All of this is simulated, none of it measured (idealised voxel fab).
This section sets out a process module, namely voxel gate over fins.
Shown is cross-section cut, with a width of 195 nm and square cells of size 5 nm.
Cross-section format: a grid of square cells, given as bands from top to bottom; each band is one or more rows of cells.
Top, bottom (nm), then materials left to right with widths (nm); lone material tagged "full width" fills the whole band edge to edge; "blank" = empty space.
Height is counted from the level 0, under which the received wafer is composed throughout of one material. The lowest of the bands is not closed at the bottom but continues downward, in the notation "z 0 and below".
Width: "30->40" (first number = top row, second number = bottom row, same change from row to row of cells).
For the purposes of this document, the phrase "left unchanged" attached to a step denotes that no cell within the cross-section was modified by that step.
If an empty space has no open way to the top and is at least 8 cells in size, "Enclosed cavities" lists it, written width x height at distance, where distance is measured from the left edge and every value is in nm.
That trailing text on a step's line, after the settings, is the simulator's own remark on the step.
Each step line may optionally specify "overlay nm", which for a step with a mask gives the rightward distance between the mask's planned place and where it lay, a negative value indicating the leftward direction.
Note: before/after cross-section pairs follow, one process step per pair, after-side truncated at the lowest changed band, step and settings given beneath. Different runs of this module on the same starting wafer may supply the pairs; a pair continues the one above only where the "Pre-step section" entry says so.
Pre-step section
z 5 to 0 | 40 SiO2 | 15 SiN | 45 SiO2 | 15 SiN | 45 SiO2 | 15 SiN | 20 SiO2
z 0 to -15 | 40 SiO2 | 15 Si | 45 SiO2 | 15 Si | 45 SiO2 | 15 Si | 20 SiO2
z -15 to -20 | 40 SiO2 | 15 Si | 5 SiO2 | 5 TiN | 5 W | 5 TiN | 25 SiO2 | 15 Si | 45 SiO2 | 15 Si | 20 SiO2
z -20 to -25 | 40 SiO2 | 15 Si | 5 SiO2 | 15 TiN | 25 SiO2 | 15 Si | 45 SiO2 | 15 Si | 20 SiO2
z -25 to -30 | 40 SiO2 | 15 Si | 45 SiO2 | 15 Si | 45 SiO2 | 15 Si | 20 SiO2
z -30 and below | Si full width
Enclosed cavities: none
After the Step
z 5 to 0 | 40 blank | 15 SiN | 45 blank | 15 SiN | 45 blank | 15 SiN | 20 blank
z 0 to -10 | 40 blank | 15 Si | 45 blank | 15 Si | 45 blank | 15 Si | 20 blank
For the remainder of the cross-section, below -10, there is no change.
Enclosed cavities: none
Operation between the pre and post cross-sections above: SELECTIVE_ETCH with etch materials SiO2, depth nm 15
Pre-step section: same picture as after in the pair right above, so we don't repeat it.
After the Step
z 0 to -10 | 40 blank | 15 Si | 45 blank | 15 Si | 45 blank | 15 Si | 20 blank
For the remainder of the cross-section, below -10, there is no change.
Enclosed cavities: none
Operation between the pre and post cross-sections above: STRIP with etch materials SiN
Pre-step section: same picture as after in the pair right above, so we don't repeat it.
After the Step
z 5 to 0 | 35 blank | 25 HfO2 | 35 blank | 25 HfO2 | 35 blank | 25 HfO2 | 15 blank
z 0 to -5 | 35 blank | 5 HfO2 | 15 Si | 5 HfO2 | 35 blank | 5 HfO2 | 15 Si | 5 HfO2 | 35 blank | 5 HfO2 | 15 Si | 5 HfO2 | 15 blank
z -5 to -10 | 40 HfO2 | 15 Si | 45 HfO2 | 15 Si | 45 HfO2 | 15 Si | 20 HfO2
For the remainder of the cross-section, below -10, there is no change.
Enclosed cavities: none
Operation between the pre and post cross-sections above: CONFORMAL_DEP with material HfO2, thk nm 5
Pre-step section: same picture as after in the pair right above, so we don't repeat it.
After the Step
z 10 to 5 | 30 blank | 35 TiN | 25 blank | 35 TiN | 25 blank | 35 TiN | 10 blank
z 5 to 0 | 30 blank | 5 TiN | 25 HfO2 | 5 TiN | 25 blank | 5 TiN | 25 HfO2 | 5 TiN | 25 blank | 5 TiN | 25 HfO2 | 5 TiN | 10 blank
z 0 to -5 | 35 TiN | 5 HfO2 | 15 Si | 5 HfO2 | 35 TiN | 5 HfO2 | 15 Si | 5 HfO2 | 35 TiN | 5 HfO2 | 15 Si | 5 HfO2 | 15 TiN
For the remainder of the cross-section, below -5, there is no change.
Enclosed cavities: none
Operation between the pre and post cross-sections above: CONFORMAL_DEP with material TiN, thk nm 5
Pre-step section: same picture as after in the pair right above, so we don't repeat it.
After the Step
z 15 to 10 | 25 blank | 45 TiAl | 15 blank | 45 TiAl | 15 blank | 45 TiAl | 5 blank
z 10 to 5 | 25 blank | 5 TiAl | 35 TiN | 5 TiAl | 15 blank | 5 TiAl | 35 TiN | 5 TiAl | 15 blank | 5 TiAl | 35 TiN | 5 TiAl | 5 blank
z 5 to 0 | 30 TiAl | 5 TiN | 25 HfO2 | 5 TiN | 25 TiAl | 5 TiN | 25 HfO2 | 5 TiN | 25 TiAl | 5 TiN | 25 HfO2 | 5 TiN | 10 TiAl
For the remainder of the cross-section, below 0, there is no change.
Enclosed cavities: none
Operation between the pre and post cross-sections above: CONFORMAL_DEP with material TiAl, thk nm 5
Pre-step section: same picture as after in the pair right above, so we don't repeat it.
After the Step
z 20 to 15 | 20 blank | 55 TiN | 5 blank | 55 TiN | 5 blank | 55 TiN
z 15 to 10 | 20 blank | 5 TiN | 45 TiAl | 5 TiN | 5 blank | 5 TiN | 45 TiAl | 5 TiN | 5 blank | 5 TiN | 45 TiAl | 5 TiN
z 10 to 5 | 25 TiN | 5 TiAl | 35 TiN | 5 TiAl | 15 TiN | 5 TiAl | 35 TiN | 5 TiAl | 15 TiN | 5 TiAl | 35 TiN | 5 TiAl | 5 TiN
For the remainder of the cross-section, below 5, there is no change.
Enclosed cavities: none
Operation between the pre and post cross-sections above: CONFORMAL_DEP with material TiN, thk nm 5
Pre-step section: same picture as after in the pair right above, so we don't repeat it.
After the Step
z 35 to 20 | W full width
z 20 to 15 | 20 W | 55 TiN | 5 W | 55 TiN | 5 W | 55 TiN
z 15 to 10 | 20 W | 5 TiN | 45 TiAl | 5 TiN | 5 W | 5 TiN | 45 TiAl | 5 TiN | 5 W | 5 TiN | 45 TiAl | 5 TiN
For the remainder of the cross-section, below 10, there is no change.
Enclosed cavities: none
Operation between the pre and post cross-sections above: FILL_DEP with material W, thk nm 15
Pre-step section: same picture as after in the pair right above, so we don't repeat it.
After the Step
z 30 to 20 | W full width
For the remainder of the cross-section, below 20, there is no change.
Enclosed cavities: none
Operation between the pre and post cross-sections above: CMP with height nm 30
Pre-step section: same picture as after in the pair right above, so we don't repeat it.
After the Step
z 40 to 30 | SiCN full width
For the remainder of the cross-section, below 30, there is no change.
Enclosed cavities: none
Operation between the pre and post cross-sections above: CONFORMAL_DEP with material SiCN, thk nm 10
Pre-step section
z 5 to 0 | 25 blank | 25 HfO2 | 35 blank | 25 HfO2 | 35 blank | 25 HfO2 | 25 blank
z 0 to -5 | 25 blank | 5 HfO2 | 15 Si | 5 HfO2 | 35 blank | 5 HfO2 | 15 Si | 5 HfO2 | 35 blank | 5 HfO2 | 15 Si | 5 HfO2 | 25 blank
z -5 to -10 | 30 HfO2 | 15 Si | 45 HfO2 | 15 Si | 45 HfO2 | 15 Si | 30 HfO2
z -10 to -15 | 30 SiO2 | 15 Si | 45 SiO2 | 15 Si | 45 SiO2 | 15 Si | 30 SiO2
z -15 to -20 | 30 SiO2 | 15 Si | 15 SiO2 | 5 TiN | 5 W | 5 TiN | 15 SiO2 | 15 Si | 45 SiO2 | 15 Si | 30 SiO2
z -20 to -25 | 30 SiO2 | 15 Si | 15 SiO2 | 15 TiN | 15 SiO2 | 15 Si | 45 SiO2 | 15 Si | 30 SiO2
z -25 to -30 | 30 SiO2 | 15 Si | 45 SiO2 | 15 Si | 45 SiO2 | 15 Si | 30 SiO2
z -30 and below | Si full width
Enclosed cavities: none
After the Step
z 10 to 5 | 20 blank | 35 TiAl | 25 blank | 35 TiAl | 25 blank | 35 TiAl | 20 blank
z 5 to 0 | 20 blank | 5 TiAl | 25 HfO2 | 5 TiAl | 25 blank | 5 TiAl | 25 HfO2 | 5 TiAl | 25 blank | 5 TiAl | 25 HfO2 | 5 TiAl | 20 blank
z 0 to -5 | 25 TiAl | 5 HfO2 | 15 Si | 5 HfO2 | 35 TiAl | 5 HfO2 | 15 Si | 5 HfO2 | 35 TiAl | 5 HfO2 | 15 Si | 5 HfO2 | 25 TiAl
For the remainder of the cross-section, below -5, there is no change.
Enclosed cavities: none
Operation between the pre and post cross-sections above: CONFORMAL_DEP with material TiAl, thk nm 5
Pre-step section: same picture as after in the pair right above, so we don't repeat it.
After the Step
z 15 to 5 | 15 blank | 45 TiAl | 15 blank | 45 TiAl | 15 blank | 45 TiAl | 15 blank
z 5 to 0 | 25 TiAl | 25 HfO2 | 35 TiAl | 25 HfO2 | 35 TiAl | 25 HfO2 | 25 TiAl
For the remainder of the cross-section, below 0, there is no change.
Enclosed cavities: none
Operation between the pre and post cross-sections above: CONFORMAL_DEP with material TiAl, thk nm 5
Pre-step section: same picture as after in the pair right above, so we don't repeat it.
After the Step
z 20 to 15 | 10 blank | 55 TiN | 5 blank | 55 TiN | 5 blank | 55 TiN | 10 blank
z 15 to 10 | 10 blank | 5 TiN | 45 TiAl | 5 TiN | 5 blank | 5 TiN | 45 TiAl | 5 TiN | 5 blank | 5 TiN | 45 TiAl | 5 TiN | 10 blank
z 10 to 5 | 15 TiN | 45 TiAl | 15 TiN | 45 TiAl | 15 TiN | 45 TiAl | 15 TiN
For the remainder of the cross-section, below 5, there is no change.
Enclosed cavities: none
Operation between the pre and post cross-sections above: CONFORMAL_DEP with material TiN, thk nm 5
Pre-step section: same picture as after in the pair right above, so we don't repeat it.
After the Step
z 35 to 20 | W full width
z 20 to 15 | 10 W | 55 TiN | 5 W | 55 TiN | 5 W | 55 TiN | 10 W
z 15 to 10 | 10 W | 5 TiN | 45 TiAl | 5 TiN | 5 W | 5 TiN | 45 TiAl | 5 TiN | 5 W | 5 TiN | 45 TiAl | 5 TiN | 10 W
For the remainder of the cross-section, below 10, there is no change.
Enclosed cavities: none
Operation between the pre and post cross-sections above: FILL_DEP with material W, thk nm 15
Pre-step section: same picture as after in the pair right above, so we don't repeat it.
After the Step
z 30 to 20 | W full width
For the remainder of the cross-section, below 20, there is no change.
Enclosed cavities: none
Operation between the pre and post cross-sections above: CMP with height nm 30
Pre-step section: same picture as after in the pair right above, so we don't repeat it.
After the Step
z 40 to 30 | SiCN full width
For the remainder of the cross-section, below 30, there is no change.
Enclosed cavities: none
Operation between the pre and post cross-sections above: CONFORMAL_DEP with material SiCN, thk nm 10
Pre-step section
z 5 to 0 | 30 SiO2 | 15 SiN | 45 SiO2 | 15 SiN | 45 SiO2 | 15 SiN | 30 SiO2
z 0 to -30 | 30 SiO2 | 15 Si | 45 SiO2 | 15 Si | 45 SiO2 | 15 Si | 30 SiO2
z -30 and below | Si full width
Enclosed cavities: none
After the Step
z 5 to 0 | 30 blank | 15 SiN | 15 blank | 15 SiO2 | 15 blank | 15 SiN | 45 blank | 15 SiN | 30 blank
z 0 to -25 | 30 blank | 15 Si | 15 blank | 15 SiO2 | 15 blank | 15 Si | 45 blank | 15 Si | 30 blank
For the remainder of the cross-section, below -25, there is no change.
Enclosed cavities: none
Operation between the pre and post cross-sections above: MASKED_ETCH with tone cover, mask id RAIL, width nm 15, etch materials SiO2, depth nm 30, overlay nm 0
Pre-step section: same picture as after in the pair right above, so we don't repeat it.
After the Step
z 10 to 5 | 25 blank | 25 TiN | 5 blank | 25 TiN | 5 blank | 25 TiN | 35 blank | 25 TiN | 25 blank
z 5 to 0 | 25 blank | 5 TiN | 15 SiN | 5 TiN | 5 blank | 5 TiN | 15 SiO2 | 5 TiN | 5 blank | 5 TiN | 15 SiN | 5 TiN | 35 blank | 5 TiN | 15 SiN | 5 TiN | 25 blank
z 0 to -20 | 25 blank | 5 TiN | 15 Si | 5 TiN | 5 blank | 5 TiN | 15 SiO2 | 5 TiN | 5 blank | 5 TiN | 15 Si | 5 TiN | 35 blank | 5 TiN | 15 Si | 5 TiN | 25 blank
z -20 to -25 | 30 TiN | 15 Si | 15 TiN | 15 SiO2 | 15 TiN | 15 Si | 45 TiN | 15 Si | 30 TiN
For the remainder of the cross-section, below -25, there is no change.
Enclosed cavities: none
Operation between the pre and post cross-sections above: CONFORMAL_DEP with material TiN, thk nm 5
Pre-step section: same picture as after in the pair right above, so we don't repeat it.
After the Step
z 15 to 10 | W full width
z 10 to 5 | 25 W | 25 TiN | 5 W | 25 TiN | 5 W | 25 TiN | 35 W | 25 TiN | 25 W
z 5 to 0 | 25 W | 5 TiN | 15 SiN | 5 TiN | 5 W | 5 TiN | 15 SiO2 | 5 TiN | 5 W | 5 TiN | 15 SiN | 5 TiN | 35 W | 5 TiN | 15 SiN | 5 TiN | 25 W
z 0 to -20 | 25 W | 5 TiN | 15 Si | 5 TiN | 5 W | 5 TiN | 15 SiO2 | 5 TiN | 5 W | 5 TiN | 15 Si | 5 TiN | 35 W | 5 TiN | 15 Si | 5 TiN | 25 W
For the remainder of the cross-section, below -20, there is no change.
Enclosed cavities: none
Operation between the pre and post cross-sections above: FILL_DEP with material W, thk nm 5
Pre-step section: same picture as after in the pair right above, so we don't repeat it.
After the Step
z 5 to 0 | 25 W | 5 TiN | 15 SiN | 5 TiN | 5 W | 5 TiN | 15 SiO2 | 5 TiN | 5 W | 5 TiN | 15 SiN | 5 TiN | 35 W | 5 TiN | 15 SiN | 5 TiN | 25 W
For the remainder of the cross-section, below 0, there is no change.
Enclosed cavities: none
Operation between the pre and post cross-sections above: CMP with height nm 5
Pre-step section: same picture as after in the pair right above, so we don't repeat it.
After the Step
z 5 to 0 | 30 blank | 15 SiN | 15 blank | 15 SiO2 | 15 blank | 15 SiN | 45 blank | 15 SiN | 30 blank
z 0 to -15 | 30 blank | 15 Si | 15 blank | 15 SiO2 | 15 blank | 15 Si | 45 blank | 15 Si | 30 blank
For the remainder of the cross-section, below -15, there is no change.
Enclosed cavities: none
Operation between the pre and post cross-sections above: SELECTIVE_ETCH with etch materials W Ru TiN, depth nm 20
Pre-step section: same picture as after in the pair right above, so we don't repeat it.
After the Step
z 10 to 5 | SiO2 full width
z 5 to 0 | 30 SiO2 | 15 SiN | 45 SiO2 | 15 SiN | 45 SiO2 | 15 SiN | 30 SiO2
z 0 to -15 | 30 SiO2 | 15 Si | 45 SiO2 | 15 Si | 45 SiO2 | 15 Si | 30 SiO2
For the remainder of the cross-section, below -15, there is no change.
Enclosed cavities: none
Operation between the pre and post cross-sections above: FILL_DEP with material SiO2, thk nm 5
Pre-step section: same picture as after in the pair right above, so we don't repeat it.
After the Step
z 5 to 0 | 30 SiO2 | 15 SiN | 45 SiO2 | 15 SiN | 45 SiO2 | 15 SiN | 30 SiO2
For the remainder of the cross-section, below 0, there is no change.
Enclosed cavities: none
Operation between the pre and post cross-sections above: CMP with height nm 5
Pre-step section: same picture as after in the pair right above, so we don't repeat it.
After the Step
z 5 to 0 | 30 blank | 15 SiN | 45 blank | 15 SiN | 45 blank | 15 SiN | 30 blank
z 0 to -10 | 30 blank | 15 Si | 45 blank | 15 Si | 45 blank | 15 Si | 30 blank
For the remainder of the cross-section, below -10, there is no change.
Enclosed cavities: none
Operation between the pre and post cross-sections above: SELECTIVE_ETCH with etch materials SiO2, depth nm 15
Pre-step section: same picture as after in the pair right above, so we don't repeat it.
After the Step
z 0 to -10 | 30 blank | 15 Si | 45 blank | 15 Si | 45 blank | 15 Si | 30 blank
For the remainder of the cross-section, below -10, there is no change.
Enclosed cavities: none
Operation between the pre and post cross-sections above: STRIP with etch materials SiN
Pre-step section: same picture as after in the pair right above, so we don't repeat it.
After the Step
z 5 to 0 | 25 blank | 25 HfO2 | 35 blank | 25 HfO2 | 35 blank | 25 HfO2 | 25 blank
z 0 to -5 | 25 blank | 5 HfO2 | 15 Si | 5 HfO2 | 35 blank | 5 HfO2 | 15 Si | 5 HfO2 | 35 blank | 5 HfO2 | 15 Si | 5 HfO2 | 25 blank
z -5 to -10 | 30 HfO2 | 15 Si | 45 HfO2 | 15 Si | 45 HfO2 | 15 Si | 30 HfO2
For the remainder of the cross-section, below -10, there is no change.
Enclosed cavities: none
Operation between the pre and post cross-sections above: CONFORMAL_DEP with material HfO2, thk nm 5
Pre-step section: same picture as after in the pair right above, so we don't repeat it.
After the Step
z 10 to 5 | 20 blank | 35 TiN | 25 blank | 35 TiN | 25 blank | 35 TiN | 20 blank
z 5 to 0 | 20 blank | 5 TiN | 25 HfO2 | 5 TiN | 25 blank | 5 TiN | 25 HfO2 | 5 TiN | 25 blank | 5 TiN | 25 HfO2 | 5 TiN | 20 blank
z 0 to -5 | 25 TiN | 5 HfO2 | 15 Si | 5 HfO2 | 35 TiN | 5 HfO2 | 15 Si | 5 HfO2 | 35 TiN | 5 HfO2 | 15 Si | 5 HfO2 | 25 TiN
For the remainder of the cross-section, below -5, there is no change.
Enclosed cavities: none
Operation between the pre and post cross-sections above: CONFORMAL_DEP with material TiN, thk nm 5
Pre-step section: same picture as after in the pair right above, so we don't repeat it.
After the Step
z 15 to 10 | 15 blank | 45 TiAl | 15 blank | 45 TiAl | 15 blank | 45 TiAl | 15 blank
z 10 to 5 | 15 blank | 5 TiAl | 35 TiN | 5 TiAl | 15 blank | 5 TiAl | 35 TiN | 5 TiAl | 15 blank | 5 TiAl | 35 TiN | 5 TiAl | 15 blank
z 5 to 0 | 20 TiAl | 5 TiN | 25 HfO2 | 5 TiN | 25 TiAl | 5 TiN | 25 HfO2 | 5 TiN | 25 TiAl | 5 TiN | 25 HfO2 | 5 TiN | 20 TiAl
For the remainder of the cross-section, below 0, there is no change.
Enclosed cavities: none
Operation between the pre and post cross-sections above: CONFORMAL_DEP with material TiAl, thk nm 5
Pre-step section: same picture as after in the pair right above, so we don't repeat it.
After the Step
z 20 to 15 | 10 blank | 55 TiN | 5 blank | 55 TiN | 5 blank | 55 TiN | 10 blank
z 15 to 10 | 10 blank | 5 TiN | 45 TiAl | 5 TiN | 5 blank | 5 TiN | 45 TiAl | 5 TiN | 5 blank | 5 TiN | 45 TiAl | 5 TiN | 10 blank
z 10 to 5 | 15 TiN | 5 TiAl | 35 TiN | 5 TiAl | 15 TiN | 5 TiAl | 35 TiN | 5 TiAl | 15 TiN | 5 TiAl | 35 TiN | 5 TiAl | 15 TiN
For the remainder of the cross-section, below 5, there is no change.
Enclosed cavities: none
Operation between the pre and post cross-sections above: CONFORMAL_DEP with material TiN, thk nm 5
Pre-step section: same picture as after in the pair right above, so we don't repeat it.
After the Step
z 35 to 20 | W full width
z 20 to 15 | 10 W | 55 TiN | 5 W | 55 TiN | 5 W | 55 TiN | 10 W
z 15 to 10 | 10 W | 5 TiN | 45 TiAl | 5 TiN | 5 W | 5 TiN | 45 TiAl | 5 TiN | 5 W | 5 TiN | 45 TiAl | 5 TiN | 10 W
For the remainder of the cross-section, below 10, there is no change.
Enclosed cavities: none
Operation between the pre and post cross-sections above: FILL_DEP with material W, thk nm 15
Pre-step section: same picture as after in the pair right above, so we don't repeat it.
After the Step
z 30 to 20 | W full width
For the remainder of the cross-section, below 20, there is no change.
Enclosed cavities: none
Operation between the pre and post cross-sections above: CMP with height nm 30
Pre-step section: same picture as after in the pair right above, so we don't repeat it.
After the Step
z 40 to 30 | SiCN full width
For the remainder of the cross-section, below 30, there is no change.
Enclosed cavities: none
Operation between the pre and post cross-sections above: CONFORMAL_DEP with material SiCN, thk nm 10
